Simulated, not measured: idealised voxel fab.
Module name: voxel ribs on slabs (process module)
The width of the displayed cross-section, cut, is 220 nm; its cells are square, with a size of 5 nm.
A cross-section in this document is a grid of square cells, and it is written down as bands, the top band listed before the ones below it; a band is made up of one or more rows of cells. Heights first: top, then bottom, in nm. Then materials, left to right, each with a width in nm. "everywhere" on a single material: fills the band edge to edge. "empty": empty space. The reference from which all heights are counted is 0, the level beneath which the as-received wafer is entirely one material; the lowest band, having no lower bound, proceeds downward and is written after the example "z 0 and below". It should be noted that a width expressed as "30 to 40" varies in equal increments from row to row of cells within the band, taking the value of the first number at the top row and that of the second number at the bottom row. No cell of the cross-section changed in a step that is given as "no alterations made". Any empty space of 8 cells or more lacking an open way to the top shows up in "Enclosed void entries" as width x height at distance, distance from the left edge, in nm. after a step's settings: what the simulator itself notes on the step. overlay nm: step with mask; distance mask lay right of planned place; negative value = left of planned place.
# Here's what the planned process steps look like
1) op RECEIVE | material Si
2) op DIRECTIONAL_DEP | material SiO2 | thk nm 30
3) op DIRECTIONAL_DEP | material SiN | thk nm 15
4) op MASKED_ETCH | tone cover | mask id RIB | width nm 15 | etch materials SiN | depth nm 10 | overlay nm 0
5) op PATTERN | tone cover | mask id SLAB | material resist | width nm 55 | thk nm 20 | overlay nm 0
6) op DIRECTIONAL_ETCH | etch materials SiN | depth nm 5
7) op STRIP | etch materials resist
8) op FILL_DEP | material SiO2 | thk nm 25
9) op CMP | height nm 60
10) op DIRECTIONAL_DEP | material TiN | thk nm 5
11) op DIRECTIONAL_DEP | material aC | thk nm 15
12) op PATTERN | tone cover | mask id HEATER | material resist | width nm 25 | thk nm 35 | overlay nm 0
13) op DIRECTIONAL_ETCH | etch materials aC | depth nm 15
14) op STRIP | etch materials resist
15) op DIRECTIONAL_ETCH | etch materials TiN | depth nm 5
16) op STRIP | etch materials aC
17) op CONFORMAL_DEP | material SiO2 | thk nm 5
# As-received state of the wafer in cross-section, equivalent to post-step 1
* z 0 and below: Si everywhere
* Enclosed void entries: none
# End state of the module in cross-section, given the above starting point and plan and one mistake in execution
* z 70 to 65: 90 nm empty, then 35 nm SiO2, then 95 nm empty
* z 65 to 60: 95 nm SiO2, then 25 nm TiN, then 100 nm SiO2
* z 60 to 45: SiO2 everywhere
* z 45 to 35: 105 nm SiO2, then 15 nm SiN, then 100 nm SiO2
* z 35 to 30: 80 nm SiO2, then 55 nm SiN, then 85 nm SiO2
* z 30 to 0: SiO2 everywhere
* z 0 and below: Si everywhere
* Enclosed void entries: none
Run error: planned and actual differ for step 4; actual: op MASKED_ETCH | tone cover | mask id RIB | width nm 15 | etch materials SiN | depth nm 10 | overlay nm 5
